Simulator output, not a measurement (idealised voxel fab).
Title: Process Module voxel quadruple lines
In the cross-section labelled cut, the width is 245 nm and each square cell is 5 nm.
Heads up, the way a cross-section reads in here is a grid of square cells, handed over as bands from the top down, with every band being one or more rows of cells.
Read a band's entry like this: the first values are the height of its top and the height of its bottom in nm, and what follows is the sequence of materials from left to right, each with its width in nm. Note that "air" is empty space, and that a single material marked "edge to edge" reaches across the band from edge to edge.
Ref level 0: as-received wafer is one material below here. Bottom band extends down with no lower bound ("top 0, no bottom").
Quick explanation for "30 to 40": the width changes in equal steps down the rows of cells, from the first number in the band's top row to the second number in its bottom row.
Given "same as before" for a step, no cell of the cross-section differs between before and after that step.
If an empty space has no open way to the top and is at least 8 cells in size, "Sealed void list" lists it, written width x height at distance, where distance is measured from the left edge and every value is in nm.
Post-settings text on a step line: simulator's own remark regarding the step.
Each step line may optionally specify "overlay nm", which for a step with a mask gives the rightward distance between the mask's planned place and where it lay, a negative value indicating the leftward direction.
The planned process steps are enumerated hereunder:
step 1: RECEIVE with material Si
step 2: CONFORMAL_DEP with material Al2O3, thk nm 5
step 3: DIRECTIONAL_DEP with material W, thk nm 10
step 4: DIRECTIONAL_DEP with material polySi, thk nm 20
step 5: DIRECTIONAL_DEP with material aC, thk nm 20
step 6: PATTERN with tone cover, mask id MANDREL, material resist, width nm 35, pitch nm 100, thk nm 25, overlay nm -15
step 7: DIRECTIONAL_ETCH with etch materials aC, depth nm 20
step 8: STRIP with etch materials resist
step 9: CONFORMAL_DEP with material SiO2, thk nm 15
step 10: DIRECTIONAL_ETCH with etch materials SiO2, depth nm 15
step 11: STRIP with etch materials aC
step 12: DIRECTIONAL_ETCH with etch materials polySi, depth nm 20
step 13: STRIP with etch materials SiO2
step 14: CONFORMAL_DEP with material SiN, thk nm 10
step 15: DIRECTIONAL_ETCH with etch materials SiN, depth nm 10
step 16: STRIP with etch materials polySi
step 17: DIRECTIONAL_ETCH with etch materials W, depth nm 10
step 18: STRIP with etch materials SiN
Every wafer here starts from the same state; it is the step 6 overlay nm that distinguishes them, and the value the plan gives belongs to the first wafer.
Received condition of the first of several wafers, sectioned: post-step 1:
    top 0, no bottom  Si edge to edge
    Sealed void list: none
For your reference, the table is organized with a row per wafer; each row reflects the wafer at the end of the module, indicating for each material the cells gained (+) or lost (-) since receipt, and thereafter its closed voids:
overlay nm -15, +49 Al2O3, +32 W, Sealed void list: none
overlay nm -10, +49 Al2O3, +32 W, Sealed void list: none
overlay nm -5, +49 Al2O3, +32 W, Sealed void list: none
overlay nm 0, +49 Al2O3, +32 W, Sealed void list: none
overlay nm 5, +49 Al2O3, +32 W, Sealed void list: none
overlay nm 10, +49 Al2O3, +32 W, Sealed void list: none
overlay nm 15, +49 Al2O3, +32 W, Sealed void list: none
